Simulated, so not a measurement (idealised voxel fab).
process module | voxel tone inversion
cross-section cut | 255 nm wide | cells 5 nm
A cross-section is a grid of square cells, given in bands from the top down. A band is one or more rows of cells.
Each band's line starts with the height of the band's top and of its bottom, in nm. Then come its materials from left to right, each with its width in nm. One material with "throughout" fills the band from edge to edge. "air" is empty space.
Height 0 is the level under which the wafer as received is all one material. The lowest band goes on downwards, as in "0 down".
A width such as "30 to 40" changes by the same amount from each row of cells to the next, from the band's top row to its bottom row.
"no change" after a step means that no cell of the cross-section changed.
closed voids: empty space of 8 cells or more with no open way to the top, each as width x height at its distance from the left edge, in nm
after a step's settings: what the simulator itself notes on the step
overlay nm, on a step with a mask: how far to the right of its planned place the mask lay; to the left if negative
plan
1 op RECEIVE | material Si
2 op CONFORMAL_DEP | material SiN | thk nm 5
3 op DIRECTIONAL_DEP | material polySi | thk nm 20
4 op PATTERN | tone cover | mask id POSTS | material resist | width nm 20 | pitch nm 40 | thk nm 30 | overlay nm 0
5 op DIRECTIONAL_ETCH | etch materials polySi | depth nm 20
6 op STRIP | etch materials resist
7 op FILL_DEP | material lowk | thk nm 5
8 op CMP | height nm 25
9 op STRIP | etch materials polySi
10 op CONFORMAL_DEP | material TiN | thk nm 5
11 op FILL_DEP | material Cu | thk nm 5
12 op CMP | height nm 25
13 op CONFORMAL_DEP | material SiN | thk nm 5
as received, after step 1
  0 down: Si throughout
  closed voids: none
first wafer at the end, as planned
  30 to 25: SiN throughout
  25 to 10: lowk 55 | TiN 5 | Cu 10 | TiN 5 | lowk 20 | TiN 5 | Cu 10 | TiN 5 | lowk 20 | TiN 5 | Cu 10 | TiN 5 | lowk 20 | TiN 5 | Cu 10 | TiN 5 | lowk 60
  10 to 5: lowk 55 | TiN 20 | lowk 20 | TiN 20 | lowk 20 | TiN 20 | lowk 20 | TiN 20 | lowk 60
  5 to 0: SiN throughout
  0 down: Si throughout
  closed voids: none
second wafer at the end: like start, like plan, one mistake
  30 to 25: SiN throughout
  25 to 10: Cu 50 | TiN 5 | lowk 20 | TiN 5 | Cu 10 | TiN 5 | lowk 20 | TiN 5 | Cu 10 | TiN 5 | lowk 20 | TiN 5 | Cu 10 | TiN 5 | lowk 20 | TiN 5 | Cu 55
  10 to 5: TiN 55 | lowk 20 | TiN 20 | lowk 20 | TiN 20 | lowk 20 | TiN 20 | lowk 20 | TiN 60
  5 to 0: SiN throughout
  0 down: Si throughout
  closed voids: none
what went wrong: step 4 ran as: op PATTERN | tone open | mask id POSTS | material resist | width nm 20 | pitch nm 40 | thk nm 30 | overlay nm 0
at the end the second wafer has, in cells: 57 more of Cu | 19 more of TiN | 76 fewer of lowk
